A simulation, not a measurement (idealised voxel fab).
A process module follows: voxel air gaps.
Shown is cross-section cut, with a width of 240 nm and square cells of size 5 nm.
A cross-section is written here as square cells arranged in a grid, and it is given in bands from the top down, each band taking up one or more rows of cells.
Top, bottom (nm), then materials left to right with widths (nm); lone material tagged "full width" fills the whole band edge to edge; "air" = empty space.
We count height from 0. Below that, the starting wafer is all one material. The lowest band never ends at the bottom but goes on down; see "from 0 down" for how that is written.
Width spec "30 to 40" -> top row of cells at first value, bottom row at second value, equal per-row change in between.
Any step labelled "no change" changed none of the cells in the cross-section.
Voids not open to the top, 8 cells minimum: see "Enclosed void entries". Written width x height at distance; distance is from the left edge; nm.
It should be noted that, on the line of a given step, the content following the step's settings is a remark produced by the simulator itself with respect to that step.
overlay nm: mask offset rightward from planned place, masked step; negative means leftward offset.
Pairs from here to the end. Each: cross-section before one process step, cross-section after it, the latter only as far down as the lowest band that changed. Under each: the step between, and its settings. Mind that the pairs may be taken from different runs of this module on the same starting wafer; whether a pair continues from the pair above depends on its entry headed "Incoming profile", and it does only where that entry says so.

Incoming profile
  from 0 down: Si full width
  Enclosed void entries: none

Post-Process View
  from 15 to 0: SiO2 full width
  Unchanged below 0.
  Enclosed void entries: none
Name the step between the before and after sections above: CONFORMAL_DEP (material SiO2; thk nm 15)

Incoming profile: starting point is the after cross-section of the pair just above.

Post-Process View
  from 20 to 15: SiCN full width
  Unchanged below 15.
  Enclosed void entries: none
Name the step between the before and after sections above: CONFORMAL_DEP (material SiCN; thk nm 5)

Incoming profile: starting point is the after cross-section of the pair just above.

Post-Process View
  from 60 to 20: SiO2 full width
  Unchanged below 20.
  Enclosed void entries: none
Name the step between the before and after sections above: DIRECTIONAL_DEP (material SiO2; thk nm 40)

Incoming profile: starting point is the after cross-section of the pair just above.

Post-Process View
  from 80 to 60: resist 50 nm  air 15 nm  resist 25 nm  air 15 nm  resist 25 nm  air 15 nm  resist 25 nm  air 15 nm  resist 55 nm
  Unchanged below 60.
  Enclosed void entries: none
Name the step between the before and after sections above: PATTERN (tone open; mask id LINES; material resist; width nm 15; pitch nm 40; thk nm 20; overlay nm 0)

Incoming profile: starting point is the after cross-section of the pair just above.

Post-Process View
  from 80 to 60: resist 50 nm  air 15 nm  resist 25 nm  air 15 nm  resist 25 nm  air 15 nm  resist 25 nm  air 15 nm  resist 55 nm
  from 60 to 20: SiO2 50 nm  air 15 nm  SiO2 25 nm  air 15 nm  SiO2 25 nm  air 15 nm  SiO2 25 nm  air 15 nm  SiO2 55 nm
  Unchanged below 20.
  Enclosed void entries: none
Name the step between the before and after sections above: DIRECTIONAL_ETCH (etch materials SiO2; depth nm 40)

Incoming profile: starting point is the after cross-section of the pair just above.

Post-Process View
  from 60 to 20: SiO2 50 nm  air 15 nm  SiO2 25 nm  air 15 nm  SiO2 25 nm  air 15 nm  SiO2 25 nm  air 15 nm  SiO2 55 nm
  Unchanged below 20.
  Enclosed void entries: none
Name the step between the before and after sections above: STRIP (etch materials resist)

Incoming profile: starting point is the after cross-section of the pair just above.

Post-Process View
  from 65 to 60: TiN 55 nm  air 5 nm  TiN 35 nm  air 5 nm  TiN 35 nm  air 5 nm  TiN 35 nm  air 5 nm  TiN 60 nm
  from 60 to 25: SiO2 50 nm  TiN 5 nm  air 5 nm  TiN 5 nm  SiO2 25 nm  TiN 5 nm  air 5 nm  TiN 5 nm  SiO2 25 nm  TiN 5 nm  air 5 nm  TiN 5 nm  SiO2 25 nm  TiN 5 nm  air 5 nm  TiN 5 nm  SiO2 55 nm
  from 25 to 20: SiO2 50 nm  TiN 15 nm  SiO2 25 nm  TiN 15 nm  SiO2 25 nm  TiN 15 nm  SiO2 25 nm  TiN 15 nm  SiO2 55 nm
  Unchanged below 20.
  Enclosed void entries: none
Name the step between the before and after sections above: CONFORMAL_DEP (material TiN; thk nm 5)

Incoming profile: starting point is the after cross-section of the pair just above.

Post-Process View
  from 70 to 65: Cu full width
  from 65 to 60: TiN 55 nm  Cu 5 nm  TiN 35 nm  Cu 5 nm  TiN 35 nm  Cu 5 nm  TiN 35 nm  Cu 5 nm  TiN 60 nm
  from 60 to 25: SiO2 50 nm  TiN 5 nm  Cu 5 nm  TiN 5 nm  SiO2 25 nm  TiN 5 nm  Cu 5 nm  TiN 5 nm  SiO2 25 nm  TiN 5 nm  Cu 5 nm  TiN 5 nm  SiO2 25 nm  TiN 5 nm  Cu 5 nm  TiN 5 nm  SiO2 55 nm
  Unchanged below 25.
  Enclosed void entries: none
Name the step between the before and after sections above: FILL_DEP (material Cu; thk nm 5)

Incoming profile: starting point is the after cross-section of the pair just above.

Post-Process View
  from 60 to 25: SiO2 50 nm  TiN 5 nm  Cu 5 nm  TiN 5 nm  SiO2 25 nm  TiN 5 nm  Cu 5 nm  TiN 5 nm  SiO2 25 nm  TiN 5 nm  Cu 5 nm  TiN 5 nm  SiO2 25 nm  TiN 5 nm  Cu 5 nm  TiN 5 nm  SiO2 55 nm
  Unchanged below 25.
  Enclosed void entries: none
Name the step between the before and after sections above: CMP (height nm 60)

Incoming profile: starting point is the after cross-section of the pair just above.

Post-Process View
  from 70 to 60: air 40 nm  Ru 35 nm  air 5 nm  Ru 35 nm  air 5 nm  Ru 35 nm  air 5 nm  Ru 35 nm  air 45 nm
  Unchanged below 60.
  Enclosed void entries: none
Name the step between the before and after sections above: EPI (material Ru; thk nm 10)

Incoming profile: starting point is the after cross-section of the pair just above.

Post-Process View
  from 70 to 60: air 40 nm  Ru 35 nm  air 5 nm  Ru 35 nm  air 5 nm  Ru 35 nm  air 5 nm  Ru 35 nm  air 45 nm
  from 60 to 25: air 50 nm  TiN 5 nm  Cu 5 nm  TiN 5 nm  air 25 nm  TiN 5 nm  Cu 5 nm  TiN 5 nm  air 25 nm  TiN 5 nm  Cu 5 nm  TiN 5 nm  air 25 nm  TiN 5 nm  Cu 5 nm  TiN 5 nm  air 55 nm
  from 25 to 20: air 50 nm  TiN 15 nm  air 25 nm  TiN 15 nm  air 25 nm  TiN 15 nm  air 25 nm  TiN 15 nm  air 55 nm
  Unchanged below 20.
  Enclosed void entries: none
Name the step between the before and after sections above: SELECTIVE_ETCH (etch materials SiO2; depth nm 50)

Incoming profile: starting point is the after cross-section of the pair just above.

Post-Process View
  from 75 to 70: air 35 nm  SiCN 165 nm  air 40 nm
  from 70 to 60: air 35 nm  SiCN 5 nm  Ru 35 nm  SiCN 5 nm  Ru 35 nm  SiCN 5 nm  Ru 35 nm  SiCN 5 nm  Ru 35 nm  SiCN 5 nm  air 40 nm
  from 60 to 55: air 35 nm  SiCN 15 nm  TiN 5 nm  Cu 5 nm  TiN 5 nm  SiCN 25 nm  TiN 5 nm  Cu 5 nm  TiN 5 nm  SiCN 25 nm  TiN 5 nm  Cu 5 nm  TiN 5 nm  SiCN 25 nm  TiN 5 nm  Cu 5 nm  TiN 5 nm  SiCN 15 nm  air 40 nm
  from 55 to 25: air 45 nm  SiCN 5 nm  TiN 5 nm  Cu 5 nm  TiN 5 nm  SiCN 5 nm  air 15 nm  SiCN 5 nm  TiN 5 nm  Cu 5 nm  TiN 5 nm  SiCN 5 nm  air 15 nm  SiCN 5 nm  TiN 5 nm  Cu 5 nm  TiN 5 nm  SiCN 5 nm  air 15 nm  SiCN 5 nm  TiN 5 nm  Cu 5 nm  TiN 5 nm  SiCN 5 nm  air 50 nm
  from 25 to 20: SiCN 50 nm  TiN 15 nm  SiCN 25 nm  TiN 15 nm  SiCN 25 nm  TiN 15 nm  SiCN 25 nm  TiN 15 nm  SiCN 55 nm
  Unchanged below 20.
  Enclosed void entries: 15 x 30 at 70; 15 x 30 at 110; 15 x 30 at 150
Name the step between the before and after sections above: CONFORMAL_DEP (material SiCN; thk nm 5)

Incoming profile
  from 70 to 60: air 40 nm  Ru 35 nm  air 5 nm  Ru 35 nm  air 5 nm  Ru 35 nm  air 5 nm  Ru 35 nm  air 45 nm
  from 60 to 25: SiO2 50 nm  TiN 5 nm  Cu 5 nm  TiN 5 nm  SiO2 25 nm  TiN 5 nm  Cu 5 nm  TiN 5 nm  SiO2 25 nm  TiN 5 nm  Cu 5 nm  TiN 5 nm  SiO2 25 nm  TiN 5 nm  Cu 5 nm  TiN 5 nm  SiO2 55 nm
  from 25 to 20: SiO2 50 nm  TiN 15 nm  SiO2 25 nm  TiN 15 nm  SiO2 25 nm  TiN 15 nm  SiO2 25 nm  TiN 15 nm  SiO2 55 nm
  from 20 to 15: SiCN full width
  from 15 to 0: SiO2 full width
  from 0 down: Si full width
  Enclosed void entries: none

Post-Process View
  from 80 to 60: air 30 nm  Ru 175 nm  air 35 nm
  Unchanged below 60.
  Enclosed void entries: none
Name the step between the before and after sections above: EPI (material Ru; thk nm 10)

Incoming profile: starting point is the after cross-section of the pair just above.

Post-Process View
  from 80 to 60: air 30 nm  Ru 175 nm  air 35 nm
  from 60 to 25: air 50 nm  TiN 5 nm  Cu 5 nm  TiN 5 nm  SiO2 25 nm  TiN 5 nm  Cu 5 nm  TiN 5 nm  SiO2 25 nm  TiN 5 nm  Cu 5 nm  TiN 5 nm  SiO2 25 nm  TiN 5 nm  Cu 5 nm  TiN 5 nm  air 55 nm
  from 25 to 20: air 50 nm  TiN 15 nm  SiO2 25 nm  TiN 15 nm  SiO2 25 nm  TiN 15 nm  SiO2 25 nm  TiN 15 nm  air 55 nm
  Unchanged below 20.
  Enclosed void entries: none
Name the step between the before and after sections above: SELECTIVE_ETCH (etch materials SiO2; depth nm 50)

Incoming profile: starting point is the after cross-section of the pair just above.

Post-Process View
  from 85 to 80: air 25 nm  SiCN 185 nm  air 30 nm
  from 80 to 60: air 25 nm  SiCN 5 nm  Ru 175 nm  SiCN 5 nm  air 30 nm
  from 60 to 55: air 25 nm  SiCN 25 nm  TiN 5 nm  Cu 5 nm  TiN 5 nm  SiO2 25 nm  TiN 5 nm  Cu 5 nm  TiN 5 nm  SiO2 25 nm  TiN 5 nm  Cu 5 nm  TiN 5 nm  SiO2 25 nm  TiN 5 nm  Cu 5 nm  TiN 5 nm  SiCN 25 nm  air 30 nm
  from 55 to 25: air 45 nm  SiCN 5 nm  TiN 5 nm  Cu 5 nm  TiN 5 nm  SiO2 25 nm  TiN 5 nm  Cu 5 nm  TiN 5 nm  SiO2 25 nm  TiN 5 nm  Cu 5 nm  TiN 5 nm  SiO2 25 nm  TiN 5 nm  Cu 5 nm  TiN 5 nm  SiCN 5 nm  air 50 nm
  from 25 to 20: SiCN 50 nm  TiN 15 nm  SiO2 25 nm  TiN 15 nm  SiO2 25 nm  TiN 15 nm  SiO2 25 nm  TiN 15 nm  SiCN 55 nm
  Unchanged below 20.
  Enclosed void entries: none
Name the step between the before and after sections above: CONFORMAL_DEP (material SiCN; thk nm 5)

Incoming profile
  from 60 to 25: SiO2 50 nm  TiN 5 nm  Cu 5 nm  TiN 5 nm  SiO2 25 nm  TiN 5 nm  Cu 5 nm  TiN 5 nm  SiO2 25 nm  TiN 5 nm  Cu 5 nm  TiN 5 nm  SiO2 25 nm  TiN 5 nm  Cu 5 nm  TiN 5 nm  SiO2 55 nm
  from 25 to 20: SiO2 50 nm  TiN 15 nm  SiO2 25 nm  TiN 15 nm  SiO2 25 nm  TiN 15 nm  SiO2 25 nm  TiN 15 nm  SiO2 55 nm
  from 20 to 15: SiCN full width
  from 15 to 0: SiO2 full width
  from 0 down: Si full width
  Enclosed void entries: none

Post-Process View
  from 60 to 25: air 50 nm  TiN 5 nm  Cu 5 nm  TiN 5 nm  air 25 nm  TiN 5 nm  Cu 5 nm  TiN 5 nm  air 25 nm  TiN 5 nm  Cu 5 nm  TiN 5 nm  air 25 nm  TiN 5 nm  Cu 5 nm  TiN 5 nm  air 55 nm
  from 25 to 20: air 50 nm  TiN 15 nm  air 25 nm  TiN 15 nm  air 25 nm  TiN 15 nm  air 25 nm  TiN 15 nm  air 55 nm
  Unchanged below 20.
  Enclosed void entries: none
Name the step between the before and after sections above: SELECTIVE_ETCH (etch materials SiO2; depth nm 50)

Incoming profile: starting point is the after cross-section of the pair just above.

Post-Process View
  from 70 to 60: air 40 nm  Ru 35 nm  air 5 nm  Ru 35 nm  air 5 nm  Ru 35 nm  air 5 nm  Ru 35 nm  air 45 nm
  from 60 to 25: air 40 nm  Ru 10 nm  TiN 5 nm  Cu 5 nm  TiN 5 nm  Ru 10 nm  air 5 nm  Ru 10 nm  TiN 5 nm  Cu 5 nm  TiN 5 nm  Ru 10 nm  air 5 nm  Ru 10 nm  TiN 5 nm  Cu 5 nm  TiN 5 nm  Ru 10 nm  air 5 nm  Ru 10 nm  TiN 5 nm  Cu 5 nm  TiN 5 nm  Ru 10 nm  air 45 nm
  from 25 to 20: air 40 nm  Ru 10 nm  TiN 15 nm  Ru 10 nm  air 5 nm  Ru 10 nm  TiN 15 nm  Ru 10 nm  air 5 nm  Ru 10 nm  TiN 15 nm  Ru 10 nm  air 5 nm  Ru 10 nm  TiN 15 nm  Ru 10 nm  air 45 nm
  Unchanged below 20.
  Enclosed void entries: none
Name the step between the before and after sections above: EPI (material Ru; thk nm 10)

Incoming profile: starting point is the after cross-section of the pair just above.

Post-Process View
  from 75 to 70: air 35 nm  SiCN 165 nm  air 40 nm
  from 70 to 60: air 35 nm  SiCN 5 nm  Ru 35 nm  SiCN 5 nm  Ru 35 nm  SiCN 5 nm  Ru 35 nm  SiCN 5 nm  Ru 35 nm  SiCN 5 nm  air 40 nm
  from 60 to 25: air 35 nm  SiCN 5 nm  Ru 10 nm  TiN 5 nm  Cu 5 nm  TiN 5 nm  Ru 10 nm  SiCN 5 nm  Ru 10 nm  TiN 5 nm  Cu 5 nm  TiN 5 nm  Ru 10 nm  SiCN 5 nm  Ru 10 nm  TiN 5 nm  Cu 5 nm  TiN 5 nm  Ru 10 nm  SiCN 5 nm  Ru 10 nm  TiN 5 nm  Cu 5 nm  TiN 5 nm  Ru 10 nm  SiCN 5 nm  air 40 nm
  from 25 to 20: SiCN 40 nm  Ru 10 nm  TiN 15 nm  Ru 10 nm  SiCN 5 nm  Ru 10 nm  TiN 15 nm  Ru 10 nm  SiCN 5 nm  Ru 10 nm  TiN 15 nm  Ru 10 nm  SiCN 5 nm  Ru 10 nm  TiN 15 nm  Ru 10 nm  SiCN 45 nm
  Unchanged below 20.
  Enclosed void entries: none
Name the step between the before and after sections above: CONFORMAL_DEP (material SiCN; thk nm 5)

Incoming profile
  from 20 to 15: SiCN full width
  from 15 to 0: SiO2 full width
  from 0 down: Si full width
  Enclosed void entries: none

Post-Process View
  from 55 to 20: SiO2 full width
  Unchanged below 20.
  Enclosed void entries: none
Name the step between the before and after sections above: DIRECTIONAL_DEP (material SiO2; thk nm 35)

Incoming profile: starting point is the after cross-section of the pair just above.

Post-Process View
  from 75 to 55: resist 50 nm  air 15 nm  resist 25 nm  air 15 nm  resist 25 nm  air 15 nm  resist 25 nm  air 15 nm  resist 55 nm
  Unchanged below 55.
  Enclosed void entries: none
Name the step between the before and after sections above: PATTERN (tone open; mask id LINES; material resist; width nm 15; pitch nm 40; thk nm 20; overlay nm 0)

Incoming profile: starting point is the after cross-section of the pair just above.

Post-Process View
  from 75 to 55: resist 50 nm  air 15 nm  resist 25 nm  air 15 nm  resist 25 nm  air 15 nm  resist 25 nm  air 15 nm  resist 55 nm
  from 55 to 20: SiO2 50 nm  air 15 nm  SiO2 25 nm  air 15 nm  SiO2 25 nm  air 15 nm  SiO2 25 nm  air 15 nm  SiO2 55 nm
  Unchanged below 20.
  Enclosed void entries: none
Name the step between the before and after sections above: DIRECTIONAL_ETCH (etch materials SiO2; depth nm 40)

Incoming profile: starting point is the after cross-section of the pair just above.

Post-Process View
  from 55 to 20: SiO2 50 nm  air 15 nm  SiO2 25 nm  air 15 nm  SiO2 25 nm  air 15 nm  SiO2 25 nm  air 15 nm  SiO2 55 nm
  Unchanged below 20.
  Enclosed void entries: none
Name the step between the before and after sections above: STRIP (etch materials resist)

Incoming profile: starting point is the after cross-section of the pair just above.

Post-Process View
  from 60 to 55: TiN 55 nm  air 5 nm  TiN 35 nm  air 5 nm  TiN 35 nm  air 5 nm  TiN 35 nm  air 5 nm  TiN 60 nm
  from 55 to 25: SiO2 50 nm  TiN 5 nm  air 5 nm  TiN 5 nm  SiO2 25 nm  TiN 5 nm  air 5 nm  TiN 5 nm  SiO2 25 nm  TiN 5 nm  air 5 nm  TiN 5 nm  SiO2 25 nm  TiN 5 nm  air 5 nm  TiN 5 nm  SiO2 55 nm
  from 25 to 20: SiO2 50 nm  TiN 15 nm  SiO2 25 nm  TiN 15 nm  SiO2 25 nm  TiN 15 nm  SiO2 25 nm  TiN 15 nm  SiO2 55 nm
  Unchanged below 20.
  Enclosed void entries: none
Name the step between the before and after sections above: CONFORMAL_DEP (material TiN; thk nm 5)

Incoming profile: starting point is the after cross-section of the pair just above.

Post-Process View
  from 65 to 60: Cu full width
  from 60 to 55: TiN 55 nm  Cu 5 nm  TiN 35 nm  Cu 5 nm  TiN 35 nm  Cu 5 nm  TiN 35 nm  Cu 5 nm  TiN 60 nm
  from 55 to 25: SiO2 50 nm  TiN 5 nm  Cu 5 nm  TiN 5 nm  SiO2 25 nm  TiN 5 nm  Cu 5 nm  TiN 5 nm  SiO2 25 nm  TiN 5 nm  Cu 5 nm  TiN 5 nm  SiO2 25 nm  TiN 5 nm  Cu 5 nm  TiN 5 nm  SiO2 55 nm
  Unchanged below 25.
  Enclosed void entries: none
Name the step between the before and after sections above: FILL_DEP (material Cu; thk nm 5)

Incoming profile: starting point is the after cross-section of the pair just above.

Post-Process View
  from 60 to 55: TiN 55 nm  Cu 5 nm  TiN 35 nm  Cu 5 nm  TiN 35 nm  Cu 5 nm  TiN 35 nm  Cu 5 nm  TiN 60 nm
  Unchanged below 55.
  Enclosed void entries: none
Name the step between the before and after sections above: CMP (height nm 60)

Incoming profile: starting point is the after cross-section of the pair just above.

Post-Process View
  from 70 to 60: Ru full width
  Unchanged below 60.
  Enclosed void entries: none
Name the step between the before and after sections above: EPI (material Ru; thk nm 10)

Incoming profile: starting point is the after cross-section of the pair just above.

Post-Process View
  from 75 to 70: SiCN full width
  Unchanged below 70.
  Enclosed void entries: none
Name the step between the before and after sections above: CONFORMAL_DEP (material SiCN; thk nm 5)

Incoming profile
  from 60 to 20: SiO2 full width
  from 20 to 15: SiCN full width
  from 15 to 0: SiO2 full width
  from 0 down: Si full width
  Enclosed void entries: none

Post-Process View
  from 80 to 60: resist 50 nm  air 20 nm  resist 20 nm  air 20 nm  resist 20 nm  air 20 nm  resist 20 nm  air 20 nm  resist 50 nm
  Unchanged below 60.
  Enclosed void entries: none
Name the step between the before and after sections above: PATTERN (tone open; mask id LINES; material resist; width nm 20; pitch nm 40; thk nm 20; overlay nm 0)

Incoming profile: starting point is the after cross-section of the pair just above.

Post-Process View
  from 80 to 60: resist 50 nm  air 20 nm  resist 20 nm  air 20 nm  resist 20 nm  air 20 nm  resist 20 nm  air 20 nm  resist 50 nm
  from 60 to 20: SiO2 50 nm  air 20 nm  SiO2 20 nm  air 20 nm  SiO2 20 nm  air 20 nm  SiO2 20 nm  air 20 nm  SiO2 50 nm
  Unchanged below 20.
  Enclosed void entries: none
Name the step between the before and after sections above: DIRECTIONAL_ETCH (etch materials SiO2; depth nm 40)

Incoming profile: starting point is the after cross-section of the pair just above.

Post-Process View
  from 60 to 20: SiO2 50 nm  air 20 nm  SiO2 20 nm  air 20 nm  SiO2 20 nm  air 20 nm  SiO2 20 nm  air 20 nm  SiO2 50 nm
  Unchanged below 20.
  Enclosed void entries: none
Name the step between the before and after sections above: STRIP (etch materials resist)

Incoming profile: starting point is the after cross-section of the pair just above.

Post-Process View
  from 65 to 60: TiN 55 nm  air 10 nm  TiN 30 nm  air 10 nm  TiN 30 nm  air 10 nm  TiN 30 nm  air 10 nm  TiN 55 nm
  from 60 to 25: SiO2 50 nm  TiN 5 nm  air 10 nm  TiN 5 nm  SiO2 20 nm  TiN 5 nm  air 10 nm  TiN 5 nm  SiO2 20 nm  TiN 5 nm  air 10 nm  TiN 5 nm  SiO2 20 nm  TiN 5 nm  air 10 nm  TiN 5 nm  SiO2 50 nm
  from 25 to 20: SiO2 50 nm  TiN 20 nm  SiO2 20 nm  TiN 20 nm  SiO2 20 nm  TiN 20 nm  SiO2 20 nm  TiN 20 nm  SiO2 50 nm
  Unchanged below 20.
  Enclosed void entries: none
Name the step between the before and after sections above: CONFORMAL_DEP (material TiN; thk nm 5)

Incoming profile: starting point is the after cross-section of the pair just above.

Post-Process View
  from 70 to 65: Cu full width
  from 65 to 60: TiN 55 nm  Cu 10 nm  TiN 30 nm  Cu 10 nm  TiN 30 nm  Cu 10 nm  TiN 30 nm  Cu 10 nm  TiN 55 nm
  from 60 to 25: SiO2 50 nm  TiN 5 nm  Cu 10 nm  TiN 5 nm  SiO2 20 nm  TiN 5 nm  Cu 10 nm  TiN 5 nm  SiO2 20 nm  TiN 5 nm  Cu 10 nm  TiN 5 nm  SiO2 20 nm  TiN 5 nm  Cu 10 nm  TiN 5 nm  SiO2 50 nm
  Unchanged below 25.
  Enclosed void entries: none
Name the step between the before and after sections above: FILL_DEP (material Cu; thk nm 5)

Incoming profile: starting point is the after cross-section of the pair just above.

Post-Process View
  from 60 to 25: SiO2 50 nm  TiN 5 nm  Cu 10 nm  TiN 5 nm  SiO2 20 nm  TiN 5 nm  Cu 10 nm  TiN 5 nm  SiO2 20 nm  TiN 5 nm  Cu 10 nm  TiN 5 nm  SiO2 20 nm  TiN 5 nm  Cu 10 nm  TiN 5 nm  SiO2 50 nm
  Unchanged below 25.
  Enclosed void entries: none
Name the step between the before and after sections above: CMP (height nm 60)

Incoming profile: starting point is the after cross-section of the pair just above.

Post-Process View
  from 70 to 60: air 40 nm  Ru 160 nm  air 40 nm
  Unchanged below 60.
  Enclosed void entries: none
Name the step between the before and after sections above: EPI (material Ru; thk nm 10)

Incoming profile: starting point is the after cross-section of the pair just above.

Post-Process View
  from 70 to 60: air 40 nm  Ru 160 nm  air 40 nm
  from 60 to 25: air 50 nm  TiN 5 nm  Cu 10 nm  TiN 5 nm  SiO2 20 nm  TiN 5 nm  Cu 10 nm  TiN 5 nm  SiO2 20 nm  TiN 5 nm  Cu 10 nm  TiN 5 nm  SiO2 20 nm  TiN 5 nm  Cu 10 nm  TiN 5 nm  air 50 nm
  from 25 to 20: air 50 nm  TiN 20 nm  SiO2 20 nm  TiN 20 nm  SiO2 20 nm  TiN 20 nm  SiO2 20 nm  TiN 20 nm  air 50 nm
  Unchanged below 20.
  Enclosed void entries: none
Name the step between the before and after sections above: SELECTIVE_ETCH (etch materials SiO2; depth nm 50)

Incoming profile: starting point is the after cross-section of the pair just above.

Post-Process View
  from 75 to 70: air 35 nm  SiCN 170 nm  air 35 nm
  from 70 to 60: air 35 nm  SiCN 5 nm  Ru 160 nm  SiCN 5 nm  air 35 nm
  from 60 to 55: air 35 nm  SiCN 15 nm  TiN 5 nm  Cu 10 nm  TiN 5 nm  SiO2 20 nm  TiN 5 nm  Cu 10 nm  TiN 5 nm  SiO2 20 nm  TiN 5 nm  Cu 10 nm  TiN 5 nm  SiO2 20 nm  TiN 5 nm  Cu 10 nm  TiN 5 nm  SiCN 15 nm  air 35 nm
  from 55 to 25: air 45 nm  SiCN 5 nm  TiN 5 nm  Cu 10 nm  TiN 5 nm  SiO2 20 nm  TiN 5 nm  Cu 10 nm  TiN 5 nm  SiO2 20 nm  TiN 5 nm  Cu 10 nm  TiN 5 nm  SiO2 20 nm  TiN 5 nm  Cu 10 nm  TiN 5 nm  SiCN 5 nm  air 45 nm
  from 25 to 20: SiCN 50 nm  TiN 20 nm  SiO2 20 nm  TiN 20 nm  SiO2 20 nm  TiN 20 nm  SiO2 20 nm  TiN 20 nm  SiCN 50 nm
  Unchanged below 20.
  Enclosed void entries: none
Name the step between the before and after sections above: CONFORMAL_DEP (material SiCN; thk nm 5)

Incoming profile
  from 60 to 20: SiO2 full width
  from 20 to 15: SiCN full width
  from 15 to 0: SiO2 full width
  from 0 down: Si full width
  Enclosed void entries: none

Post-Process View
  from 80 to 60: resist 40 nm  air 15 nm  resist 25 nm  air 15 nm  resist 25 nm  air 15 nm  resist 25 nm  air 15 nm  resist 65 nm
  Unchanged below 60.
  Enclosed void entries: none
Name the step between the before and after sections above: PATTERN (tone open; mask id LINES; material resist; width nm 15; pitch nm 40; thk nm 20; overlay nm -10)

Incoming profile: starting point is the after cross-section of the pair just above.

Post-Process View
  from 80 to 60: resist 40 nm  air 15 nm  resist 25 nm  air 15 nm  resist 25 nm  air 15 nm  resist 25 nm  air 15 nm  resist 65 nm
  from 60 to 20: SiO2 40 nm  air 15 nm  SiO2 25 nm  air 15 nm  SiO2 25 nm  air 15 nm  SiO2 25 nm  air 15 nm  SiO2 65 nm
  Unchanged below 20.
  Enclosed void entries: none
Name the step between the before and after sections above: DIRECTIONAL_ETCH (etch materials SiO2; depth nm 40)

Incoming profile: starting point is the after cross-section of the pair just above.

Post-Process View
  from 60 to 20: SiO2 40 nm  air 15 nm  SiO2 25 nm  air 15 nm  SiO2 25 nm  air 15 nm  SiO2 25 nm  air 15 nm  SiO2 65 nm
  Unchanged below 20.
  Enclosed void entries: none
Name the step between the before and after sections above: STRIP (etch materials resist)

Incoming profile: starting point is the after cross-section of the pair just above.

Post-Process View
  from 65 to 60: TiN 45 nm  air 5 nm  TiN 35 nm  air 5 nm  TiN 35 nm  air 5 nm  TiN 35 nm  air 5 nm  TiN 70 nm
  from 60 to 25: SiO2 40 nm  TiN 5 nm  air 5 nm  TiN 5 nm  SiO2 25 nm  TiN 5 nm  air 5 nm  TiN 5 nm  SiO2 25 nm  TiN 5 nm  air 5 nm  TiN 5 nm  SiO2 25 nm  TiN 5 nm  air 5 nm  TiN 5 nm  SiO2 65 nm
  from 25 to 20: SiO2 40 nm  TiN 15 nm  SiO2 25 nm  TiN 15 nm  SiO2 25 nm  TiN 15 nm  SiO2 25 nm  TiN 15 nm  SiO2 65 nm
  Unchanged below 20.
  Enclosed void entries: none
Name the step between the before and after sections above: CONFORMAL_DEP (material TiN; thk nm 5)

Incoming profile: starting point is the after cross-section of the pair just above.

Post-Process View
  from 70 to 65: Cu full width
  from 65 to 60: TiN 45 nm  Cu 5 nm  TiN 35 nm  Cu 5 nm  TiN 35 nm  Cu 5 nm  TiN 35 nm  Cu 5 nm  TiN 70 nm
  from 60 to 25: SiO2 40 nm  TiN 5 nm  Cu 5 nm  TiN 5 nm  SiO2 25 nm  TiN 5 nm  Cu 5 nm  TiN 5 nm  SiO2 25 nm  TiN 5 nm  Cu 5 nm  TiN 5 nm  SiO2 25 nm  TiN 5 nm  Cu 5 nm  TiN 5 nm  SiO2 65 nm
  Unchanged below 25.
  Enclosed void entries: none
Name the step between the before and after sections above: FILL_DEP (material Cu; thk nm 5)

Incoming profile: starting point is the after cross-section of the pair just above.

Post-Process View
  from 60 to 25: SiO2 40 nm  TiN 5 nm  Cu 5 nm  TiN 5 nm  SiO2 25 nm  TiN 5 nm  Cu 5 nm  TiN 5 nm  SiO2 25 nm  TiN 5 nm  Cu 5 nm  TiN 5 nm  SiO2 25 nm  TiN 5 nm  Cu 5 nm  TiN 5 nm  SiO2 65 nm
  Unchanged below 25.
  Enclosed void entries: none
Name the step between the before and after sections above: CMP (height nm 60)

Incoming profile: starting point is the after cross-section of the pair just above.

Post-Process View
  from 70 to 60: air 30 nm  Ru 35 nm  air 5 nm  Ru 35 nm  air 5 nm  Ru 35 nm  air 5 nm  Ru 35 nm  air 55 nm
  Unchanged below 60.
  Enclosed void entries: none
Name the step between the before and after sections above: EPI (material Ru; thk nm 10)

Incoming profile: starting point is the after cross-section of the pair just above.

Post-Process View
  from 70 to 60: air 30 nm  Ru 35 nm  air 5 nm  Ru 35 nm  air 5 nm  Ru 35 nm  air 5 nm  Ru 35 nm  air 55 nm
  from 60 to 25: air 40 nm  TiN 5 nm  Cu 5 nm  TiN 5 nm  air 25 nm  TiN 5 nm  Cu 5 nm  TiN 5 nm  air 25 nm  TiN 5 nm  Cu 5 nm  TiN 5 nm  air 25 nm  TiN 5 nm  Cu 5 nm  TiN 5 nm  air 65 nm
  from 25 to 20: air 40 nm  TiN 15 nm  air 25 nm  TiN 15 nm  air 25 nm  TiN 15 nm  air 25 nm  TiN 15 nm  air 65 nm
  Unchanged below 20.
  Enclosed void entries: none
Name the step between the before and after sections above: SELECTIVE_ETCH (etch materials SiO2; depth nm 50)

Incoming profile: starting point is the after cross-section of the pair just above.

Post-Process View
  from 75 to 70: air 25 nm  SiCN 165 nm  air 50 nm
  from 70 to 60: air 25 nm  SiCN 5 nm  Ru 35 nm  SiCN 5 nm  Ru 35 nm  SiCN 5 nm  Ru 35 nm  SiCN 5 nm  Ru 35 nm  SiCN 5 nm  air 50 nm
  from 60 to 55: air 25 nm  SiCN 15 nm  TiN 5 nm  Cu 5 nm  TiN 5 nm  SiCN 25 nm  TiN 5 nm  Cu 5 nm  TiN 5 nm  SiCN 25 nm  TiN 5 nm  Cu 5 nm  TiN 5 nm  SiCN 25 nm  TiN 5 nm  Cu 5 nm  TiN 5 nm  SiCN 15 nm  air 50 nm
  from 55 to 25: air 35 nm  SiCN 5 nm  TiN 5 nm  Cu 5 nm  TiN 5 nm  SiCN 5 nm  air 15 nm  SiCN 5 nm  TiN 5 nm  Cu 5 nm  TiN 5 nm  SiCN 5 nm  air 15 nm  SiCN 5 nm  TiN 5 nm  Cu 5 nm  TiN 5 nm  SiCN 5 nm  air 15 nm  SiCN 5 nm  TiN 5 nm  Cu 5 nm  TiN 5 nm  SiCN 5 nm  air 60 nm
  from 25 to 20: SiCN 40 nm  TiN 15 nm  SiCN 25 nm  TiN 15 nm  SiCN 25 nm  TiN 15 nm  SiCN 25 nm  TiN 15 nm  SiCN 65 nm
  Unchanged below 20.
  Enclosed void entries: 15 x 30 at 60; 15 x 30 at 100; 15 x 30 at 140
Name the step between the before and after sections above: CONFORMAL_DEP (material SiCN; thk nm 5)
